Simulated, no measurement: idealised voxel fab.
Process module, titled voxel local oxidation
The cross-section on display is named cut; it measures 160 nm wide, and its cells are 5 nm squares.
The cross-sections in this document take the form of a grid made of square cells. They are written out as bands, in order from top to bottom. Each band consists of one or more rows of cells.
For a band, the entry starts with two heights in nm, that of the top and then that of the bottom, and carries on with the band's materials in order from left to right, each alongside its width in nm; the word "edge to edge" beside a single material means it fills the band edge to edge, and "blank" means empty space.
Height 0 is the level under which the wafer as received is all one material. The lowest band goes on downwards, as in "0 down".
Quick explanation for "30..40": the width changes in equal steps down the rows of cells, from the first number in the band's top row to the second number in its bottom row.
Key: "remains unaltered" - step with no changed cell in the cross-section.
This entry, "Sealed internal voids", enumerates those empty regions of no fewer than 8 cells that possess no open connection to the top. Each region is reported in the form width x height at distance, the distance being taken from the left edge, with all three quantities expressed in nm.
Step line, after settings: the simulator's comment on this step.
"overlay nm" denotes, for a step that has a mask, the displacement of the mask to the right of its planned place, with negative values corresponding to the left.
## Process steps foreseen in the plan
- 1: RECEIVE with material Si
- 2: CONFORMAL_DEP with material SiO2, thk nm 5
- 3: CONFORMAL_DEP with material SiN, thk nm 10
- 4: PATTERN with tone cover, mask id ACTIVE, material resist, width nm 95, thk nm 15, overlay nm 0
- 5: DIRECTIONAL_ETCH with etch materials SiN, depth nm 10
- 6: STRIP with etch materials resist
- 7: SELECTIVE_ETCH with etch materials SiO2, depth nm 5
- 8: OXIDIZE with depth nm 10
- 9: STRIP with etch materials SiN
## First out of two wafers; run went to plan
## Received-state cross-section, reflecting completion of step 1
> 0 down | Si edge to edge
> Sealed internal voids: none
## Wafer section view after processing step 2
> 5 to 0 | SiO2 edge to edge
> No changes below 0.
## Wafer section view after processing step 3
> 15 to 5 | SiN edge to edge
> No changes below 5.
## Wafer section view after processing step 4
> 30 to 15 | 30 blank, 95 resist, 35 blank
> No changes below 15.
## Wafer section view after processing step 5
> 30 to 15 | 30 blank, 95 resist, 35 blank
> 15 to 5 | 30 blank, 95 SiN, 35 blank
> No changes below 5.
## Wafer section view after processing step 6
> 15 to 5 | 30 blank, 95 SiN, 35 blank
> No changes below 5.
## Wafer section view after processing step 7
> 15 to 5 | 30 blank, 95 SiN, 35 blank
> 5 to 0 | 35 blank, 85 SiO2, 40 blank
> No changes below 0.
## Wafer section view after processing step 8
> 15 to 5 | 30 blank, 95 SiN, 35 blank
> 5 to 0 | 35 blank, 85 SiO2, 40 blank
> 0 to -10 | 45 SiO2, 65 Si, 50 SiO2
> No changes below -10.
## Wafer section view after processing step 9
> 5 to 0 | 35 blank, 85 SiO2, 40 blank
> No changes below 0.
## Second wafer. Start and plan as for the first. One mistake made in running. Agrees with the first up to and including step 8
## The second wafer cut through, at the time step 9 was supposed to be finished
> 0 to -10 | 45 blank, 65 Si, 50 blank
> No changes below -10.
Diagnosis: it should be noted that step 9 was executed with settings other than those planned, the operation and settings actually applied being STRIP with etch materials SiO2
FYI, end of process, the second wafer has more or fewer cells of some materials than the first: SiO2 -55
